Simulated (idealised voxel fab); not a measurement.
This is a process module. Its name is voxel air gaps.
Cross-sectional view cut (width: 250 nm; square cell size: 5 nm).
A cross-section in this document is a grid of square cells, and it is written down as bands, the top band listed before the ones below it; a band is made up of one or more rows of cells. First you get the band's top height and its bottom height, in nm, and then the materials it's made of, left to right, with each width in nm. If you see a single material with "throughout", that one covers the band edge to edge. "empty" is empty space. Beneath 0, the wafer as received is one material, and that level is where height counting begins. The lowest band goes on downward without a bottom; it is written like "z 0 and below". A two-number width, for instance "30..40", indicates that the width is equal to the first number in the top row of the band and to the second number in the bottom row, and that it changes by a constant amount per row of cells. Key: "nothing changed" - step with no changed cell in the cross-section. Enclosed void inventory: empty space of 8 cells or more with no open way to the top, each as width x height at its distance from the left edge, in nm. Heads up: the bit after the settings on a step's line is the simulator's remark on that step. What "overlay nm" on a step's line means: if the step has a mask, that mask lay this far to the right of its planned place, or, when the value is negative, to the left.
These are the steps we planned for the process:
1. RECEIVE (material Si)
2. CONFORMAL_DEP (material SiO2; thk nm 15)
3. CONFORMAL_DEP (material SiN; thk nm 5)
4. DIRECTIONAL_DEP (material SiO2; thk nm 40)
5. PATTERN (tone open; mask id LINES; material resist; width nm 25; pitch nm 55; thk nm 15; overlay nm 0)
6. DIRECTIONAL_ETCH (etch materials SiO2; depth nm 40)
7. STRIP (etch materials resist)
8. CONFORMAL_DEP (material TiN; thk nm 5)
9. FILL_DEP (material W; thk nm 5)
10. CMP (height nm 60)
11. EPI (material Ru; thk nm 10)
12. SELECTIVE_ETCH (etch materials SiO2; depth nm 50)
13. CONFORMAL_DEP (material SiN; thk nm 5)
First of the two wafers, run per plan:
Shown in cross-section is the wafer as received, that is, as it stands after step 1:
z 0 and below  Si throughout
Enclosed void inventory: none
after step 2:
z 15 to 0  SiO2 throughout
Nothing below the height 0 has changed.
after step 3:
z 20 to 15  SiN throughout
Nothing below the height 15 has changed.
after step 4:
z 60 to 20  SiO2 throughout
Nothing below the height 20 has changed.
after step 5:
z 75 to 60  resist: 55; empty: 25; resist: 30; empty: 25; resist: 30; empty: 25; resist: 60
Nothing below the height 60 has changed.
after step 6:
z 75 to 60  resist: 55; empty: 25; resist: 30; empty: 25; resist: 30; empty: 25; resist: 60
z 60 to 20  SiO2: 55; empty: 25; SiO2: 30; empty: 25; SiO2: 30; empty: 25; SiO2: 60
Nothing below the height 20 has changed.
after step 7:
z 60 to 20  SiO2: 55; empty: 25; SiO2: 30; empty: 25; SiO2: 30; empty: 25; SiO2: 60
Nothing below the height 20 has changed.
after step 8:
z 65 to 60  TiN: 60; empty: 15; TiN: 40; empty: 15; TiN: 40; empty: 15; TiN: 65
z 60 to 25  SiO2: 55; TiN: 5; empty: 15; TiN: 5; SiO2: 30; TiN: 5; empty: 15; TiN: 5; SiO2: 30; TiN: 5; empty: 15; TiN: 5; SiO2: 60
z 25 to 20  SiO2: 55; TiN: 25; SiO2: 30; TiN: 25; SiO2: 30; TiN: 25; SiO2: 60
Nothing below the height 20 has changed.
after step 9:
z 70 to 65  W throughout
z 65 to 60  TiN: 60; W: 15; TiN: 40; W: 15; TiN: 40; W: 15; TiN: 65
z 60 to 25  SiO2: 55; TiN: 5; W: 15; TiN: 5; SiO2: 30; TiN: 5; W: 15; TiN: 5; SiO2: 30; TiN: 5; W: 15; TiN: 5; SiO2: 60
Nothing below the height 25 has changed.
after step 10:
z 60 to 25  SiO2: 55; TiN: 5; W: 15; TiN: 5; SiO2: 30; TiN: 5; W: 15; TiN: 5; SiO2: 30; TiN: 5; W: 15; TiN: 5; SiO2: 60
Nothing below the height 25 has changed.
after step 11:
z 70 to 60  empty: 45; Ru: 45; empty: 10; Ru: 45; empty: 10; Ru: 45; empty: 50
Nothing below the height 60 has changed.
after step 12:
z 70 to 60  empty: 45; Ru: 45; empty: 10; Ru: 45; empty: 10; Ru: 45; empty: 50
z 60 to 25  empty: 55; TiN: 5; W: 15; TiN: 5; empty: 30; TiN: 5; W: 15; TiN: 5; empty: 30; TiN: 5; W: 15; TiN: 5; empty: 60
z 25 to 20  empty: 55; TiN: 25; empty: 30; TiN: 25; empty: 30; TiN: 25; empty: 60
Nothing below the height 20 has changed.
after step 13:
z 75 to 70  empty: 40; SiN: 165; empty: 45
z 70 to 60  empty: 40; SiN: 5; Ru: 45; SiN: 10; Ru: 45; SiN: 10; Ru: 45; SiN: 5; empty: 45
z 60 to 55  empty: 40; SiN: 15; TiN: 5; W: 15; TiN: 5; SiN: 30; TiN: 5; W: 15; TiN: 5; SiN: 30; TiN: 5; W: 15; TiN: 5; SiN: 15; empty: 45
z 55 to 25  empty: 50; SiN: 5; TiN: 5; W: 15; TiN: 5; SiN: 5; empty: 20; SiN: 5; TiN: 5; W: 15; TiN: 5; SiN: 5; empty: 20; SiN: 5; TiN: 5; W: 15; TiN: 5; SiN: 5; empty: 55
z 25 to 20  SiN: 55; TiN: 25; SiN: 30; TiN: 25; SiN: 30; TiN: 25; SiN: 60
Nothing below the height 20 has changed.
Enclosed void inventory: 20 x 30 at 85; 20 x 30 at 140
Notes, second wafer: start = first wafer's, plan = first wafer's, execution had one mistake; history identical to first through step 12:
Planned end of step 13: second wafer, cross-section: nothing changed
Plan not followed: the run left out plan step 13 entirely, so it was never executed
Final wafer comparison in cells, second versus first, more or fewer per material: -134 SiN
Final closed voids: first wafer 2, second wafer 0.
